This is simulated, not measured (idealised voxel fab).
The process module presented herein is designated voxel self aligned contacts.
FYI the section here is cut, 290 nm wide, cells are 5 nm squares.
How to read a cross-section here: the picture is a grid of square cells, written as bands going from the top down, and any band can span one or more rows of cells.
Band: top height; bottom height; in nm. Then, left to right: material with width in nm, for each material. "throughout": a single material spanning edge to edge. "air": empty space.
Heights are measured from 0, the level below which the as-received wafer is all one material; the lowest band has no bottom and continues downward, written as in "0 and below".
A width such as "30..40" changes by the same amount from each row of cells to the next, from the band's top row to its bottom row.
"remains unaltered" after a step means that no cell of the cross-section changed.
Basically, "Completely enclosed voids" tells you about the enclosed voids: empty spaces with no open way to the top, 8 cells or bigger, each written width x height at distance, where distance is from the left edge, all in nm.
If you see something after the settings on a step's line, that's the simulator's own remark about that step.
overlay nm: on a step with a mask, how far right of its planned place the mask lay; negative means left.
-- The process steps that were planned are listed below
1: RECEIVE with material Si
2: CONFORMAL_DEP with material SiO2, thk nm 5
3: DIRECTIONAL_DEP with material polySi, thk nm 25
4: DIRECTIONAL_DEP with material SiN, thk nm 15
5: PATTERN with tone cover, mask id GATE, material resist, width nm 35, pitch nm 60, thk nm 15, overlay nm 0
6: DIRECTIONAL_ETCH with etch materials SiN, depth nm 15
7: DIRECTIONAL_ETCH with etch materials polySi, depth nm 25
8: STRIP with etch materials resist
9: CONFORMAL_DEP with material SiN, thk nm 5
10: DIRECTIONAL_ETCH with etch materials SiN, depth nm 5
11: FILL_DEP with material SiO2, thk nm 20
12: CMP with height nm 55
13: DIRECTIONAL_DEP with material aC, thk nm 15
14: PATTERN with tone open, mask id CONTACT, material resist, width nm 35, thk nm 35, overlay nm 0
15: DIRECTIONAL_ETCH with etch materials aC, depth nm 15
16: STRIP with etch materials resist
17: DIRECTIONAL_ETCH with etch materials SiO2, depth nm 55
18: STRIP with etch materials aC
19: CONFORMAL_DEP with material TiN, thk nm 5
20: FILL_DEP with material Ru, thk nm 10
21: CMP with height nm 55
22: CONFORMAL_DEP with material SiCN, thk nm 5
-- Received-state cross-section, reflecting completion of step 1
  0 and below: Si throughout
  Completely enclosed voids: none
-- Final cross-section, module run with one mistake (start and plan as above)
  60 down to 55: SiCN throughout
  55 down to 50: SiO2 90 nm; SiN 45 nm; TiN 5 nm; Ru 5 nm; TiN 5 nm; SiN 45 nm; SiO2 95 nm
  50 down to 45: SiO2 90 nm; SiN 45 nm; TiN 15 nm; SiN 45 nm; SiO2 95 nm
  45 down to 30: SiN throughout
  30 down to 5: polySi throughout
  5 down to 0: SiO2 throughout
  0 and below: Si throughout
  Completely enclosed voids: none
Finding, execution versus plan: regarding the plan, step 4 was run twice
